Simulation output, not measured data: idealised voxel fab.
The following process module bears the name voxel transistor to metal.
The cross-section on display is named cut; it measures 175 nm wide, and its cells are 5 nm squares.
Bands, listed from the top down, are how a cross-section gets written in this document; the cross-section itself is a grid of square cells, and a band is one or more rows of them.
The band entry comprises the height of the band's top followed by the height of its bottom, expressed in nm, and subsequently the band's materials from left to right, each stated together with its width in nm. Where a single material is marked with the word "full width", that material fills the band from edge to edge. The word "air" represents empty space.
Where do heights start? At 0: under that level the wafer as delivered is made of one material only. And the lowest band has no floor; it just carries on downward, as in "0 -> down".
Quick explanation for "30 to 40": the width changes in equal steps down the rows of cells, from the first number in the band's top row to the second number in its bottom row.
You'll sometimes find "no alteration" written for a step, and that's the way of saying that nowhere in the cross-section did a cell change during that step.
"Voids, sealed" lists enclosed empty spaces (at least 8 cells, no open path upward to the top), each as width x height at distance from the left edge, in nm.
Text after the settings on a step's line: the simulator's own remark on that step.
overlay nm: where the mask lay relative to plan, measured to the right, on steps with a mask; negatives go left.

## This section lists the process steps that were planned
1: RECEIVE with material Si
2: CONFORMAL_DEP with material SiO2, thk nm 5
3: CONFORMAL_DEP with material SiN, thk nm 15
4: PATTERN with tone cover, mask id ACTIVE, material resist, width nm 105, thk nm 20, overlay nm 0
5: DIRECTIONAL_ETCH with etch materials SiN, depth nm 15
6: DIRECTIONAL_ETCH with etch materials SiO2, depth nm 5
7: DIRECTIONAL_ETCH with etch materials Si, depth nm 25
8: STRIP with etch materials resist
9: FILL_DEP with material SiO2, thk nm 15
10: CMP with height nm 20
11: SELECTIVE_ETCH with etch materials SiO2, depth nm 5
12: STRIP with etch materials SiN
13: SELECTIVE_ETCH with etch materials SiO2, depth nm 5
14: OXIDIZE with depth nm 5
15: DIRECTIONAL_DEP with material polySi, thk nm 20
16: DIRECTIONAL_DEP with material SiCN, thk nm 10
17: DIRECTIONAL_DEP with material aC, thk nm 15
18: PATTERN with tone cover, mask id GATE, material resist, width nm 25, thk nm 30, overlay nm 0
19: DIRECTIONAL_ETCH with etch materials aC, depth nm 15
20: STRIP with etch materials resist
21: DIRECTIONAL_ETCH with etch materials SiCN, depth nm 20
22: DIRECTIONAL_ETCH with etch materials polySi, depth nm 30
23: STRIP with etch materials aC
24: CONFORMAL_DEP with material SiN, thk nm 5
25: DIRECTIONAL_ETCH with etch materials SiN, depth nm 5
26: DIRECTIONAL_ETCH with etch materials SiO2, depth nm 5
27: EPI with material SiGe, thk nm 5
28: FILL_DEP with material SiO2, thk nm 5
29: CMP with height nm 20
30: STRIP with etch materials polySi
31: SELECTIVE_ETCH with etch materials SiO2, depth nm 5
32: CONFORMAL_DEP with material HfO2, thk nm 5
33: CONFORMAL_DEP with material TiN, thk nm 5
34: FILL_DEP with material W, thk nm 5
35: CMP with height nm 15
36: DIRECTIONAL_DEP with material SiO2, thk nm 10
37: DIRECTIONAL_DEP with material aC, thk nm 15
38: PATTERN with tone open, mask id CONTACT, material resist, width nm 20, pitch nm 75, thk nm 30, overlay nm 0
39: DIRECTIONAL_ETCH with etch materials aC, depth nm 15
40: STRIP with etch materials resist
41: DIRECTIONAL_ETCH with etch materials SiO2, depth nm 25
42: STRIP with etch materials aC
43: CONFORMAL_DEP with material TiN, thk nm 5
44: FILL_DEP with material W, thk nm 5
45: CMP with height nm 25
46: CONFORMAL_DEP with material SiCN, thk nm 5
47: DIRECTIONAL_DEP with material lowk, thk nm 15
48: PATTERN with tone open, mask id METAL_1, material resist, width nm 20, pitch nm 75, thk nm 15, overlay nm 0
49: DIRECTIONAL_ETCH with etch materials lowk, depth nm 15
50: DIRECTIONAL_ETCH with etch materials SiCN, depth nm 5
51: STRIP with etch materials resist
52: CONFORMAL_DEP with material TiN, thk nm 5
53: FILL_DEP with material Ru, thk nm 10
54: CMP with height nm 45
55: CONFORMAL_DEP with material SiCN, thk nm 5
56: DIRECTIONAL_DEP with material lowk, thk nm 25
57: DIRECTIONAL_DEP with material aC, thk nm 10
58: PATTERN with tone open, mask id METAL_2, material resist, width nm 20, pitch nm 75, thk nm 25, overlay nm 0
59: DIRECTIONAL_ETCH with etch materials aC, depth nm 10
60: STRIP with etch materials resist
61: DIRECTIONAL_ETCH with etch materials lowk, depth nm 15
62: STRIP with etch materials aC
63: PATTERN with tone open, mask id METAL_2_HOLES, material resist, width nm 15, pitch nm 75, thk nm 20, overlay nm 0
64: DIRECTIONAL_ETCH with etch materials lowk, depth nm 10
65: DIRECTIONAL_ETCH with etch materials SiCN, depth nm 5
66: STRIP with etch materials resist
67: CONFORMAL_DEP with material TiN, thk nm 5
68: FILL_DEP with material Ru, thk nm 5
69: CMP with height nm 75
70: CONFORMAL_DEP with material SiCN, thk nm 5

## So, the first of our two wafers, run just as we planned it

## Received-state cross-section, reflecting completion of step 1
    0 -> down | Si full width
    Voids, sealed: none

## You're looking at a cross-section of the wafer after step 2
    5 -> 0 | SiO2 full width
    Note: structure below 0 unchanged.

## You're looking at a cross-section of the wafer after step 3
    20 -> 5 | SiN full width
    Note: structure below 5 unchanged.

## You're looking at a cross-section of the wafer after step 4
    40 -> 20 | air: 35 / resist: 105 / air: 35
    Note: structure below 20 unchanged.

## You're looking at a cross-section of the wafer after step 5
    40 -> 20 | air: 35 / resist: 105 / air: 35
    20 -> 5 | air: 35 / SiN: 105 / air: 35
    Note: structure below 5 unchanged.

## You're looking at a cross-section of the wafer after step 6
    40 -> 20 | air: 35 / resist: 105 / air: 35
    20 -> 5 | air: 35 / SiN: 105 / air: 35
    5 -> 0 | air: 35 / SiO2: 105 / air: 35
    Note: structure below 0 unchanged.

## You're looking at a cross-section of the wafer after step 7
    40 -> 20 | air: 35 / resist: 105 / air: 35
    20 -> 5 | air: 35 / SiN: 105 / air: 35
    5 -> 0 | air: 35 / SiO2: 105 / air: 35
    0 -> -25 | air: 35 / Si: 105 / air: 35
    Note: structure below -25 unchanged.

## You're looking at a cross-section of the wafer after step 8
    20 -> 5 | air: 35 / SiN: 105 / air: 35
    Note: structure below 5 unchanged.

## You're looking at a cross-section of the wafer after step 9
    35 -> 20 | SiO2 full width
    20 -> 5 | SiO2: 35 / SiN: 105 / SiO2: 35
    5 -> 0 | SiO2 full width
    0 -> -25 | SiO2: 35 / Si: 105 / SiO2: 35
    Note: structure below -25 unchanged.

## You're looking at a cross-section of the wafer after step 10
    20 -> 5 | SiO2: 35 / SiN: 105 / SiO2: 35
    Note: structure below 5 unchanged.

## You're looking at a cross-section of the wafer after step 11
    20 -> 15 | air: 35 / SiN: 105 / air: 35
    Note: structure below 15 unchanged.

## You're looking at a cross-section of the wafer after step 12
    15 -> 5 | SiO2: 35 / air: 105 / SiO2: 35
    Note: structure below 5 unchanged.

## You're looking at a cross-section of the wafer after step 13
    10 -> 0 | SiO2: 30 / air: 115 / SiO2: 30
    Note: structure below 0 unchanged.

## You're looking at a cross-section of the wafer after step 14
    10 -> 0 | SiO2: 30 / air: 115 / SiO2: 30
    0 -> -5 | SiO2 full width
    Note: structure below -5 unchanged.

## You're looking at a cross-section of the wafer after step 15
    30 -> 20 | polySi: 30 / air: 115 / polySi: 30
    20 -> 10 | polySi full width
    10 -> 0 | SiO2: 30 / polySi: 115 / SiO2: 30
    Note: structure below 0 unchanged.

## You're looking at a cross-section of the wafer after step 16
    40 -> 30 | SiCN: 30 / air: 115 / SiCN: 30
    30 -> 20 | polySi: 30 / SiCN: 115 / polySi: 30
    Note: structure below 20 unchanged.

## You're looking at a cross-section of the wafer after step 17
    55 -> 45 | aC: 30 / air: 115 / aC: 30
    45 -> 40 | aC full width
    40 -> 30 | SiCN: 30 / aC: 115 / SiCN: 30
    Note: structure below 30 unchanged.

## You're looking at a cross-section of the wafer after step 18
    85 -> 55 | air: 75 / resist: 25 / air: 75
    55 -> 45 | aC: 30 / air: 45 / resist: 25 / air: 45 / aC: 30
    Note: structure below 45 unchanged.

## You're looking at a cross-section of the wafer after step 19
    70 -> 45 | air: 75 / resist: 25 / air: 75
    45 -> 40 | air: 75 / aC: 25 / air: 75
    40 -> 30 | SiCN: 30 / air: 45 / aC: 25 / air: 45 / SiCN: 30
    Note: structure below 30 unchanged.

## You're looking at a cross-section of the wafer after step 20
    45 -> 40 | air: 75 / aC: 25 / air: 75
    Note: structure below 40 unchanged.

## You're looking at a cross-section of the wafer after step 21
    45 -> 30 | air: 75 / aC: 25 / air: 75
    30 -> 20 | polySi: 30 / air: 45 / SiCN: 25 / air: 45 / polySi: 30
    Note: structure below 20 unchanged.

## You're looking at a cross-section of the wafer after step 22
    45 -> 30 | air: 75 / aC: 25 / air: 75
    30 -> 20 | air: 75 / SiCN: 25 / air: 75
    20 -> 10 | air: 75 / polySi: 25 / air: 75
    10 -> 0 | SiO2: 30 / air: 45 / polySi: 25 / air: 45 / SiO2: 30
    Note: structure below 0 unchanged.

## You're looking at a cross-section of the wafer after step 23
    30 -> 20 | air: 75 / SiCN: 25 / air: 75
    Note: structure below 20 unchanged.

## You're looking at a cross-section of the wafer after step 24
    35 -> 30 | air: 70 / SiN: 35 / air: 70
    30 -> 20 | air: 70 / SiN: 5 / SiCN: 25 / SiN: 5 / air: 70
    20 -> 15 | air: 70 / SiN: 5 / polySi: 25 / SiN: 5 / air: 70
    15 -> 10 | SiN: 35 / air: 35 / SiN: 5 / polySi: 25 / SiN: 5 / air: 35 / SiN: 35
    10 -> 5 | SiO2: 30 / SiN: 5 / air: 35 / SiN: 5 / polySi: 25 / SiN: 5 / air: 35 / SiN: 5 / SiO2: 30
    5 -> 0 | SiO2: 30 / SiN: 45 / polySi: 25 / SiN: 45 / SiO2: 30
    Note: structure below 0 unchanged.

## You're looking at a cross-section of the wafer after step 25
    30 -> 20 | air: 70 / SiN: 5 / SiCN: 25 / SiN: 5 / air: 70
    20 -> 10 | air: 70 / SiN: 5 / polySi: 25 / SiN: 5 / air: 70
    10 -> 0 | SiO2: 30 / SiN: 5 / air: 35 / SiN: 5 / polySi: 25 / SiN: 5 / air: 35 / SiN: 5 / SiO2: 30
    Note: structure below 0 unchanged.

## You're looking at a cross-section of the wafer after step 26
    30 -> 20 | air: 70 / SiN: 5 / SiCN: 25 / SiN: 5 / air: 70
    20 -> 10 | air: 70 / SiN: 5 / polySi: 25 / SiN: 5 / air: 70
    10 -> 5 | air: 30 / SiN: 5 / air: 35 / SiN: 5 / polySi: 25 / SiN: 5 / air: 35 / SiN: 5 / air: 30
    5 -> 0 | SiO2: 30 / SiN: 5 / air: 35 / SiN: 5 / polySi: 25 / SiN: 5 / air: 35 / SiN: 5 / SiO2: 30
    0 -> -5 | SiO2: 35 / air: 35 / SiO2: 35 / air: 35 / SiO2: 35
    Note: structure below -5 unchanged.

## You're looking at a cross-section of the wafer after step 27
    30 -> 20 | air: 70 / SiN: 5 / SiCN: 25 / SiN: 5 / air: 70
    20 -> 10 | air: 70 / SiN: 5 / polySi: 25 / SiN: 5 / air: 70
    10 -> 5 | air: 30 / SiN: 5 / air: 35 / SiN: 5 / polySi: 25 / SiN: 5 / air: 35 / SiN: 5 / air: 30
    5 -> 0 | SiO2: 30 / SiN: 5 / air: 35 / SiN: 5 / polySi: 25 / SiN: 5 / air: 35 / SiN: 5 / SiO2: 30
    0 -> -5 | SiO2: 35 / SiGe: 35 / SiO2: 35 / SiGe: 35 / SiO2: 35
    Note: structure below -5 unchanged.

## You're looking at a cross-section of the wafer after step 28
    35 -> 30 | SiO2 full width
    30 -> 20 | SiO2: 70 / SiN: 5 / SiCN: 25 / SiN: 5 / SiO2: 70
    20 -> 10 | SiO2: 70 / SiN: 5 / polySi: 25 / SiN: 5 / SiO2: 70
    10 -> 0 | SiO2: 30 / SiN: 5 / SiO2: 35 / SiN: 5 / polySi: 25 / SiN: 5 / SiO2: 35 / SiN: 5 / SiO2: 30
    Note: structure below 0 unchanged.

## You're looking at a cross-section of the wafer after step 29
    20 -> 10 | SiO2: 70 / SiN: 5 / polySi: 25 / SiN: 5 / SiO2: 70
    Note: structure below 10 unchanged.

## You're looking at a cross-section of the wafer after step 30
    20 -> 10 | SiO2: 70 / SiN: 5 / air: 25 / SiN: 5 / SiO2: 70
    10 -> 0 | SiO2: 30 / SiN: 5 / SiO2: 35 / SiN: 5 / air: 25 / SiN: 5 / SiO2: 35 / SiN: 5 / SiO2: 30
    Note: structure below 0 unchanged.

## You're looking at a cross-section of the wafer after step 31
    20 -> 15 | air: 70 / SiN: 5 / air: 25 / SiN: 5 / air: 70
    15 -> 10 | SiO2: 70 / SiN: 5 / air: 25 / SiN: 5 / SiO2: 70
    10 -> 0 | SiO2: 30 / SiN: 5 / SiO2: 35 / SiN: 5 / air: 25 / SiN: 5 / SiO2: 35 / SiN: 5 / SiO2: 30
    0 -> -5 | SiO2: 35 / SiGe: 35 / air: 35 / SiGe: 35 / SiO2: 35
    Note: structure below -5 unchanged.

## You're looking at a cross-section of the wafer after step 32
    25 -> 20 | air: 65 / HfO2: 15 / air: 15 / HfO2: 15 / air: 65
    20 -> 15 | HfO2: 70 / SiN: 5 / HfO2: 5 / air: 15 / HfO2: 5 / SiN: 5 / HfO2: 70
    15 -> 10 | SiO2: 70 / SiN: 5 / HfO2: 5 / air: 15 / HfO2: 5 / SiN: 5 / SiO2: 70
    10 -> 0 | SiO2: 30 / SiN: 5 / SiO2: 35 / SiN: 5 / HfO2: 5 / air: 15 / HfO2: 5 / SiN: 5 / SiO2: 35 / SiN: 5 / SiO2: 30
    0 -> -5 | SiO2: 35 / SiGe: 35 / HfO2: 35 / SiGe: 35 / SiO2: 35
    Note: structure below -5 unchanged.

## You're looking at a cross-section of the wafer after step 33
    30 -> 25 | air: 60 / TiN: 25 / air: 5 / TiN: 25 / air: 60
    25 -> 20 | TiN: 65 / HfO2: 15 / TiN: 5 / air: 5 / TiN: 5 / HfO2: 15 / TiN: 65
    20 -> 15 | HfO2: 70 / SiN: 5 / HfO2: 5 / TiN: 5 / air: 5 / TiN: 5 / HfO2: 5 / SiN: 5 / HfO2: 70
    15 -> 10 | SiO2: 70 / SiN: 5 / HfO2: 5 / TiN: 5 / air: 5 / TiN: 5 / HfO2: 5 / SiN: 5 / SiO2: 70
    10 -> 5 | SiO2: 30 / SiN: 5 / SiO2: 35 / SiN: 5 / HfO2: 5 / TiN: 5 / air: 5 / TiN: 5 / HfO2: 5 / SiN: 5 / SiO2: 35 / SiN: 5 / SiO2: 30
    5 -> 0 | SiO2: 30 / SiN: 5 / SiO2: 35 / SiN: 5 / HfO2: 5 / TiN: 15 / HfO2: 5 / SiN: 5 / SiO2: 35 / SiN: 5 / SiO2: 30
    Note: structure below 0 unchanged.

## You're looking at a cross-section of the wafer after step 34
    35 -> 30 | W full width
    30 -> 25 | W: 60 / TiN: 25 / W: 5 / TiN: 25 / W: 60
    25 -> 20 | TiN: 65 / HfO2: 15 / TiN: 5 / W: 5 / TiN: 5 / HfO2: 15 / TiN: 65
    20 -> 15 | HfO2: 70 / SiN: 5 / HfO2: 5 / TiN: 5 / W: 5 / TiN: 5 / HfO2: 5 / SiN: 5 / HfO2: 70
    15 -> 10 | SiO2: 70 / SiN: 5 / HfO2: 5 / TiN: 5 / W: 5 / TiN: 5 / HfO2: 5 / SiN: 5 / SiO2: 70
    10 -> 5 | SiO2: 30 / SiN: 5 / SiO2: 35 / SiN: 5 / HfO2: 5 / TiN: 5 / W: 5 / TiN: 5 / HfO2: 5 / SiN: 5 / SiO2: 35 / SiN: 5 / SiO2: 30
    Note: structure below 5 unchanged.

## You're looking at a cross-section of the wafer after step 35
    15 -> 10 | SiO2: 70 / SiN: 5 / HfO2: 5 / TiN: 5 / W: 5 / TiN: 5 / HfO2: 5 / SiN: 5 / SiO2: 70
    Note: structure below 10 unchanged.

## You're looking at a cross-section of the wafer after step 36
    25 -> 15 | SiO2 full width
    Note: structure below 15 unchanged.

## You're looking at a cross-section of the wafer after step 37
    40 -> 25 | aC full width
    Note: structure below 25 unchanged.

## You're looking at a cross-section of the wafer after step 38
    70 -> 40 | resist: 40 / air: 20 / resist: 55 / air: 20 / resist: 40
    Note: structure below 40 unchanged.

## You're looking at a cross-section of the wafer after step 39
    55 -> 40 | resist: 40 / air: 20 / resist: 55 / air: 20 / resist: 40
    40 -> 25 | aC: 40 / air: 20 / aC: 55 / air: 20 / aC: 40
    Note: structure below 25 unchanged.

## You're looking at a cross-section of the wafer after step 40
    40 -> 25 | aC: 40 / air: 20 / aC: 55 / air: 20 / aC: 40
    Note: structure below 25 unchanged.

## You're looking at a cross-section of the wafer after step 41
    40 -> 25 | aC: 40 / air: 20 / aC: 55 / air: 20 / aC: 40
    25 -> 15 | SiO2: 40 / air: 20 / SiO2: 55 / air: 20 / SiO2: 40
    15 -> 10 | SiO2: 40 / air: 20 / SiO2: 10 / SiN: 5 / HfO2: 5 / TiN: 5 / W: 5 / TiN: 5 / HfO2: 5 / SiN: 5 / SiO2: 10 / air: 20 / SiO2: 40
    10 -> 5 | SiO2: 30 / SiN: 5 / SiO2: 5 / air: 20 / SiO2: 10 / SiN: 5 / HfO2: 5 / TiN: 5 / W: 5 / TiN: 5 / HfO2: 5 / SiN: 5 / SiO2: 10 / air: 20 / SiO2: 5 / SiN: 5 / SiO2: 30
    5 -> 0 | SiO2: 30 / SiN: 5 / SiO2: 5 / air: 20 / SiO2: 10 / SiN: 5 / HfO2: 5 / TiN: 15 / HfO2: 5 / SiN: 5 / SiO2: 10 / air: 20 / SiO2: 5 / SiN: 5 / SiO2: 30
    Note: structure below 0 unchanged.

## You're looking at a cross-section of the wafer after step 42
    25 -> 15 | SiO2: 40 / air: 20 / SiO2: 55 / air: 20 / SiO2: 40
    Note: structure below 15 unchanged.

## You're looking at a cross-section of the wafer after step 43
    30 -> 25 | TiN: 45 / air: 10 / TiN: 65 / air: 10 / TiN: 45
    25 -> 15 | SiO2: 40 / TiN: 5 / air: 10 / TiN: 5 / SiO2: 55 / TiN: 5 / air: 10 / TiN: 5 / SiO2: 40
    15 -> 10 | SiO2: 40 / TiN: 5 / air: 10 / TiN: 5 / SiO2: 10 / SiN: 5 / HfO2: 5 / TiN: 5 / W: 5 / TiN: 5 / HfO2: 5 / SiN: 5 / SiO2: 10 / TiN: 5 / air: 10 / TiN: 5 / SiO2: 40
    10 -> 5 | SiO2: 30 / SiN: 5 / SiO2: 5 / TiN: 5 / air: 10 / TiN: 5 / SiO2: 10 / SiN: 5 / HfO2: 5 / TiN: 5 / W: 5 / TiN: 5 / HfO2: 5 / SiN: 5 / SiO2: 10 / TiN: 5 / air: 10 / TiN: 5 / SiO2: 5 / SiN: 5 / SiO2: 30
    5 -> 0 | SiO2: 30 / SiN: 5 / SiO2: 5 / TiN: 20 / SiO2: 10 / SiN: 5 / HfO2: 5 / TiN: 15 / HfO2: 5 / SiN: 5 / SiO2: 10 / TiN: 20 / SiO2: 5 / SiN: 5 / SiO2: 30
    Note: structure below 0 unchanged.

## You're looking at a cross-section of the wafer after step 44
    35 -> 30 | W full width
    30 -> 25 | TiN: 45 / W: 10 / TiN: 65 / W: 10 / TiN: 45
    25 -> 15 | SiO2: 40 / TiN: 5 / W: 10 / TiN: 5 / SiO2: 55 / TiN: 5 / W: 10 / TiN: 5 / SiO2: 40
    15 -> 10 | SiO2: 40 / TiN: 5 / W: 10 / TiN: 5 / SiO2: 10 / SiN: 5 / HfO2: 5 / TiN: 5 / W: 5 / TiN: 5 / HfO2: 5 / SiN: 5 / SiO2: 10 / TiN: 5 / W: 10 / TiN: 5 / SiO2: 40
    10 -> 5 | SiO2: 30 / SiN: 5 / SiO2: 5 / TiN: 5 / W: 10 / TiN: 5 / SiO2: 10 / SiN: 5 / HfO2: 5 / TiN: 5 / W: 5 / TiN: 5 / HfO2: 5 / SiN: 5 / SiO2: 10 / TiN: 5 / W: 10 / TiN: 5 / SiO2: 5 / SiN: 5 / SiO2: 30
    Note: structure below 5 unchanged.

## You're looking at a cross-section of the wafer after step 45
    25 -> 15 | SiO2: 40 / TiN: 5 / W: 10 / TiN: 5 / SiO2: 55 / TiN: 5 / W: 10 / TiN: 5 / SiO2: 40
    Note: structure below 15 unchanged.

## You're looking at a cross-section of the wafer after step 46
    30 -> 25 | SiCN full width
    Note: structure below 25 unchanged.

## You're looking at a cross-section of the wafer after step 47
    45 -> 30 | lowk full width
    Note: structure below 30 unchanged.

## You're looking at a cross-section of the wafer after step 48
    60 -> 45 | resist: 40 / air: 20 / resist: 55 / air: 20 / resist: 40
    Note: structure below 45 unchanged.

## You're looking at a cross-section of the wafer after step 49
    60 -> 45 | resist: 40 / air: 20 / resist: 55 / air: 20 / resist: 40
    45 -> 30 | lowk: 40 / air: 20 / lowk: 55 / air: 20 / lowk: 40
    Note: structure below 30 unchanged.

## You're looking at a cross-section of the wafer after step 50
    60 -> 45 | resist: 40 / air: 20 / resist: 55 / air: 20 / resist: 40
    45 -> 30 | lowk: 40 / air: 20 / lowk: 55 / air: 20 / lowk: 40
    30 -> 25 | SiCN: 40 / air: 20 / SiCN: 55 / air: 20 / SiCN: 40
    Note: structure below 25 unchanged.

## You're looking at a cross-section of the wafer after step 51
    45 -> 30 | lowk: 40 / air: 20 / lowk: 55 / air: 20 / lowk: 40
    Note: structure below 30 unchanged.

## You're looking at a cross-section of the wafer after step 52
    50 -> 45 | TiN: 45 / air: 10 / TiN: 65 / air: 10 / TiN: 45
    45 -> 30 | lowk: 40 / TiN: 5 / air: 10 / TiN: 5 / lowk: 55 / TiN: 5 / air: 10 / TiN: 5 / lowk: 40
    30 -> 25 | SiCN: 40 / TiN: 20 / SiCN: 55 / TiN: 20 / SiCN: 40
    Note: structure below 25 unchanged.

## You're looking at a cross-section of the wafer after step 53
    60 -> 50 | Ru full width
    50 -> 45 | TiN: 45 / Ru: 10 / TiN: 65 / Ru: 10 / TiN: 45
    45 -> 30 | lowk: 40 / TiN: 5 / Ru: 10 / TiN: 5 / lowk: 55 / TiN: 5 / Ru: 10 / TiN: 5 / lowk: 40
    Note: structure below 30 unchanged.

## You're looking at a cross-section of the wafer after step 54
    45 -> 30 | lowk: 40 / TiN: 5 / Ru: 10 / TiN: 5 / lowk: 55 / TiN: 5 / Ru: 10 / TiN: 5 / lowk: 40
    Note: structure below 30 unchanged.

## You're looking at a cross-section of the wafer after step 55
    50 -> 45 | SiCN full width
    Note: structure below 45 unchanged.

## You're looking at a cross-section of the wafer after step 56
    75 -> 50 | lowk full width
    Note: structure below 50 unchanged.

## You're looking at a cross-section of the wafer after step 57
    85 -> 75 | aC full width
    Note: structure below 75 unchanged.

## You're looking at a cross-section of the wafer after step 58
    110 -> 85 | resist: 40 / air: 20 / resist: 55 / air: 20 / resist: 40
    Note: structure below 85 unchanged.

## You're looking at a cross-section of the wafer after step 59
    100 -> 85 | resist: 40 / air: 20 / resist: 55 / air: 20 / resist: 40
    85 -> 75 | aC: 40 / air: 20 / aC: 55 / air: 20 / aC: 40
    Note: structure below 75 unchanged.

## You're looking at a cross-section of the wafer after step 60
    85 -> 75 | aC: 40 / air: 20 / aC: 55 / air: 20 / aC: 40
    Note: structure below 75 unchanged.

## You're looking at a cross-section of the wafer after step 61
    85 -> 75 | aC: 40 / air: 20 / aC: 55 / air: 20 / aC: 40
    75 -> 60 | lowk: 40 / air: 20 / lowk: 55 / air: 20 / lowk: 40
    Note: structure below 60 unchanged.

## You're looking at a cross-section of the wafer after step 62
    75 -> 60 | lowk: 40 / air: 20 / lowk: 55 / air: 20 / lowk: 40
    Note: structure below 60 unchanged.

## You're looking at a cross-section of the wafer after step 63
    95 -> 75 | resist: 40 / air: 15 / resist: 60 / air: 15 / resist: 45
    75 -> 60 | lowk: 40 / air: 15 / resist: 5 / lowk: 55 / air: 15 / resist: 5 / lowk: 40
    Note: structure below 60 unchanged.

## You're looking at a cross-section of the wafer after step 64
    95 -> 75 | resist: 40 / air: 15 / resist: 60 / air: 15 / resist: 45
    75 -> 60 | lowk: 40 / air: 15 / resist: 5 / lowk: 55 / air: 15 / resist: 5 / lowk: 40
    60 -> 50 | lowk: 40 / air: 15 / lowk: 60 / air: 15 / lowk: 45
    Note: structure below 50 unchanged.

## You're looking at a cross-section of the wafer after step 65
    95 -> 75 | resist: 40 / air: 15 / resist: 60 / air: 15 / resist: 45
    75 -> 60 | lowk: 40 / air: 15 / resist: 5 / lowk: 55 / air: 15 / resist: 5 / lowk: 40
    60 -> 50 | lowk: 40 / air: 15 / lowk: 60 / air: 15 / lowk: 45
    50 -> 45 | SiCN: 40 / air: 15 / SiCN: 60 / air: 15 / SiCN: 45
    Note: structure below 45 unchanged.

## You're looking at a cross-section of the wafer after step 66
    75 -> 60 | lowk: 40 / air: 20 / lowk: 55 / air: 20 / lowk: 40
    Note: structure below 60 unchanged.

## You're looking at a cross-section of the wafer after step 67
    80 -> 75 | TiN: 45 / air: 10 / TiN: 65 / air: 10 / TiN: 45
    75 -> 65 | lowk: 40 / TiN: 5 / air: 10 / TiN: 5 / lowk: 55 / TiN: 5 / air: 10 / TiN: 5 / lowk: 40
    65 -> 60 | lowk: 40 / TiN: 5 / air: 5 / TiN: 10 / lowk: 55 / TiN: 5 / air: 5 / TiN: 10 / lowk: 40
    60 -> 50 | lowk: 40 / TiN: 5 / air: 5 / TiN: 5 / lowk: 60 / TiN: 5 / air: 5 / TiN: 5 / lowk: 45
    50 -> 45 | SiCN: 40 / TiN: 15 / SiCN: 60 / TiN: 15 / SiCN: 45
    Note: structure below 45 unchanged.

## You're looking at a cross-section of the wafer after step 68
    85 -> 80 | Ru full width
    80 -> 75 | TiN: 45 / Ru: 10 / TiN: 65 / Ru: 10 / TiN: 45
    75 -> 65 | lowk: 40 / TiN: 5 / Ru: 10 / TiN: 5 / lowk: 55 / TiN: 5 / Ru: 10 / TiN: 5 / lowk: 40
    65 -> 60 | lowk: 40 / TiN: 5 / Ru: 5 / TiN: 10 / lowk: 55 / TiN: 5 / Ru: 5 / TiN: 10 / lowk: 40
    60 -> 50 | lowk: 40 / TiN: 5 / Ru: 5 / TiN: 5 / lowk: 60 / TiN: 5 / Ru: 5 / TiN: 5 / lowk: 45
    Note: structure below 50 unchanged.

## You're looking at a cross-section of the wafer after step 69
    75 -> 65 | lowk: 40 / TiN: 5 / Ru: 10 / TiN: 5 / lowk: 55 / TiN: 5 / Ru: 10 / TiN: 5 / lowk: 40
    Note: structure below 65 unchanged.

## You're looking at a cross-section of the wafer after step 70
    80 -> 75 | SiCN full width
    Note: structure below 75 unchanged.

## The remaining wafer, second of the two, started like the first and was run to the same plan, except that one mistake was made along the way; the two coincide through step 62, inclusive

## Cross-sectional view of the second wafer at the intended end time of process step 63
    95 -> 75 | resist: 35 / air: 25 / resist: 50 / air: 25 / resist: 40
    Note: structure below 75 unchanged.

## Cross-sectional view of the second wafer at the intended end time of process step 64
    95 -> 75 | resist: 35 / air: 25 / resist: 50 / air: 25 / resist: 40
    75 -> 65 | lowk: 35 / air: 25 / lowk: 50 / air: 25 / lowk: 40
    65 -> 50 | lowk: 40 / air: 20 / lowk: 55 / air: 20 / lowk: 40
    Note: structure below 50 unchanged.

## Cross-sectional view of the second wafer at the intended end time of process step 65
    95 -> 75 | resist: 35 / air: 25 / resist: 50 / air: 25 / resist: 40
    75 -> 65 | lowk: 35 / air: 25 / lowk: 50 / air: 25 / lowk: 40
    65 -> 50 | lowk: 40 / air: 20 / lowk: 55 / air: 20 / lowk: 40
    50 -> 45 | SiCN: 40 / air: 20 / SiCN: 55 / air: 20 / SiCN: 40
    Note: structure below 45 unchanged.

## Cross-sectional view of the second wafer at the intended end time of process step 66
    75 -> 65 | lowk: 35 / air: 25 / lowk: 50 / air: 25 / lowk: 40
    Note: structure below 65 unchanged.

## Cross-sectional view of the second wafer at the intended end time of process step 67
    80 -> 75 | TiN: 40 / air: 15 / TiN: 60 / air: 15 / TiN: 45
    75 -> 65 | lowk: 35 / TiN: 5 to 10 / air: 15 to 10 / TiN: 5 / lowk: 50 / TiN: 5 to 10 / air: 15 to 10 / TiN: 5 / lowk: 40
    65 -> 50 | lowk: 40 / TiN: 5 / air: 10 / TiN: 5 / lowk: 55 / TiN: 5 / air: 10 / TiN: 5 / lowk: 40
    50 -> 45 | SiCN: 40 / TiN: 20 / SiCN: 55 / TiN: 20 / SiCN: 40
    Note: structure below 45 unchanged.

## Cross-sectional view of the second wafer at the intended end time of process step 68
    85 -> 80 | Ru full width
    80 -> 75 | TiN: 40 / Ru: 15 / TiN: 60 / Ru: 15 / TiN: 45
    75 -> 65 | lowk: 35 / TiN: 5 to 10 / Ru: 15 to 10 / TiN: 5 / lowk: 50 / TiN: 5 to 10 / Ru: 15 to 10 / TiN: 5 / lowk: 40
    65 -> 50 | lowk: 40 / TiN: 5 / Ru: 10 / TiN: 5 / lowk: 55 / TiN: 5 / Ru: 10 / TiN: 5 / lowk: 40
    Note: structure below 50 unchanged.

## Cross-sectional view of the second wafer at the intended end time of process step 69
    75 -> 65 | lowk: 35 / TiN: 5 to 10 / Ru: 15 to 10 / TiN: 5 / lowk: 50 / TiN: 5 to 10 / Ru: 15 to 10 / TiN: 5 / lowk: 40
    Note: structure below 65 unchanged.

## Cross-sectional view of the second wafer at the intended end time of process step 70
    80 -> 75 | SiCN full width
    Note: structure below 75 unchanged.
Error vs. plan: step 63 was run on a setting that differed from the plan, and what really ran there is PATTERN with tone open, mask id METAL_2_HOLES, material resist, width nm 25, pitch nm 75, thk nm 20, overlay nm 0
Looking at both finished wafers in cells, the second ends up ahead of or behind the first on some materials: 8 more of Ru, 2 fewer of SiCN, 2 more of TiN, 8 fewer of lowk
